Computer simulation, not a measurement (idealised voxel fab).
The name of this process module is voxel self aligned vias.
The cross-section on display is named cut; it measures 200 nm wide, and its cells are 5 nm squares.
Just so we're on the same page, the cross-sections are grids of square cells, and they're listed out in bands top to bottom, each band one or more rows deep. Per band: top height and bottom height in nm, followed by the left-to-right materials and their widths in nm; "throughout" marks a single material spanning edge to edge, "air" marks empty space. The reference from which all heights are counted is 0, the level beneath which the as-received wafer is entirely one material; the lowest band, having no lower bound, proceeds downward and is written after the example "0..down". When a width is written as two numbers, as in "30 to 40", the first number is the width in the top row of cells of the band and the second is the width in its bottom row, and the width changes by the same amount from each row to the next. For the purposes of this document, the phrase "nothing got changed" attached to a step denotes that no cell within the cross-section was modified by that step. Heads up: "Voids, sealed" only lists the empty pockets with no open path to the top that are 8 cells or more, and it writes them as width x height at distance, distance from the left edge, in nm. after a step's settings: what the simulator itself notes on the step. overlay nm: mask offset rightward from planned place, masked step; negative means leftward offset.
**plan**
| 1 | RECEIVE | material Si |
| 2 | CONFORMAL_DEP | material SiO2 | thk nm 15 |
| 3 | CONFORMAL_DEP | material SiCN | thk nm 5 |
| 4 | DIRECTIONAL_DEP | material SiO2 | thk nm 20 |
| 5 | DIRECTIONAL_DEP | material aC | thk nm 10 |
| 6 | PATTERN | tone open | mask id LINES | material resist | width nm 20 | pitch nm 65 | thk nm 25 | overlay nm 0 |
| 7 | DIRECTIONAL_ETCH | etch materials aC | depth nm 10 |
| 8 | STRIP | etch materials resist |
| 9 | DIRECTIONAL_ETCH | etch materials SiO2 | depth nm 20 |
| 10 | STRIP | etch materials aC |
| 11 | CONFORMAL_DEP | material TiN | thk nm 5 |
| 12 | FILL_DEP | material Ru | thk nm 5 |
| 13 | CMP | height nm 40 |
| 14 | SELECTIVE_ETCH | etch materials W Ru TiN | depth nm 10 |
| 15 | FILL_DEP | material SiN | thk nm 5 |
| 16 | CMP | height nm 40 |
| 17 | DIRECTIONAL_DEP | material SiO2 | thk nm 20 |
| 18 | PATTERN | tone open | mask id VIAS | material resist | width nm 40 | pitch nm 65 | thk nm 20 | overlay nm 0 |
| 19 | DIRECTIONAL_ETCH | etch materials SiO2 | depth nm 20 |
| 20 | DIRECTIONAL_ETCH | etch materials SiN | depth nm 10 |
| 21 | STRIP | etch materials resist |
| 22 | CONFORMAL_DEP | material TiN | thk nm 5 |
| 23 | FILL_DEP | material W | thk nm 10 |
| 24 | CMP | height nm 60 |
| 25 | CONFORMAL_DEP | material SiN | thk nm 5 |
**Step 1 complete: cross-section of the wafer as received**
- 0..down: Si throughout
- Voids, sealed: none
**Below is the wafer in cross-section after the module was completed. It began from the starting point shown above and followed the plan shown above, except that one mistake was made while running it**
- 65..60: SiN throughout
- 60..45: 40 nm W  5 nm TiN  40 nm SiO2  5 nm TiN  15 nm W  5 nm TiN  40 nm SiO2  5 nm TiN  45 nm W
- 45..40: 45 nm TiN  40 nm SiO2  25 nm TiN  40 nm SiO2  50 nm TiN
- 40..30: 55 nm SiO2  20 nm SiN  45 nm SiO2  20 nm SiN  60 nm SiO2
- 30..25: 55 nm SiO2  5 nm TiN  10 nm Ru  5 nm TiN  45 nm SiO2  5 nm TiN  10 nm Ru  5 nm TiN  60 nm SiO2
- 25..20: 55 nm SiO2  20 nm TiN  45 nm SiO2  20 nm TiN  60 nm SiO2
- 20..15: SiCN throughout
- 15..0: SiO2 throughout
- 0..down: Si throughout
- Voids, sealed: none
Deviation noted in wafer processing: in deviation from the planned setting, step 18 was conducted as PATTERN | tone cover | mask id VIAS | material resist | width nm 40 | pitch nm 65 | thk nm 20 | overlay nm 0
